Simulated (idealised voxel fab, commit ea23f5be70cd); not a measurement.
The process module presented herein is designated voxel plated lines.
Square cell edge 5 nm, section width 145 nm, ID cut.
In what follows, cross-sections appear as grids of square cells, described through bands that run from the top down, where every band is one or more rows of cells. Band entry format. Leading values: height of top, height of bottom, nm. Remainder: materials in left-to-right order, each with its width in nm. Special words: "full width" on a single material, which then fills the band edge to edge; "blank", empty space. Zero point of the height axis is 0; under it, received wafer = one material. Lowest band: continues down indefinitely, "0 nm and below". Graded width ("30 to 40"): value in top row of band = first number; value in bottom row = second number; row-to-row change constant. The cross-section has no changed cell in any step marked "changes: none". The entry "Fully enclosed voids" lists the empty spaces that cover at least 8 cells and have no open path to the top. Each is written as width x height at distance, where the distance is measured from the left edge and all three values are in nm. Note: text after step settings on the step line = simulator remark on that step. "overlay nm", when on a step's line for a step with a mask, measures how far to the right of its planned place the mask lay; a negative measure means to the left.
-- The following list gives the planned process steps
1 op RECEIVE | material Si
2 op CONFORMAL_DEP | material Al2O3 | thk nm 10
3 op DIRECTIONAL_DEP | material TiN | thk nm 5
4 op PATTERN | tone open | mask id LINES | material resist | width nm 30 | pitch nm 45 | thk nm 20 | overlay nm 0
5 op EPI | material Ru | thk nm 5
6 op STRIP | etch materials resist
7 op DIRECTIONAL_ETCH | etch materials TiN | depth nm 5
8 op CONFORMAL_DEP | material SiO2 | thk nm 5
-- This is the cross-section of the wafer as we received it, i.e. after step 1
- 0 nm and below = Si full width
- Fully enclosed voids: none
-- The following cross-section depicts the wafer upon conclusion of the module. Processing commenced from the starting condition illustrated above and adhered to the plan illustrated above, save for one mistake in execution
- 20 nm to 15 nm = blank (35)  Ru (30)  blank (15)  Ru (30)  blank (35)
- 15 nm to 10 nm = blank (35)  TiN (30)  blank (15)  TiN (30)  blank (35)
- 10 nm to 0 nm = Al2O3 full width
- 0 nm and below = Si full width
- Fully enclosed voids: none
Short version of what went wrong: step 8 in the plan did not get run; it was skipped
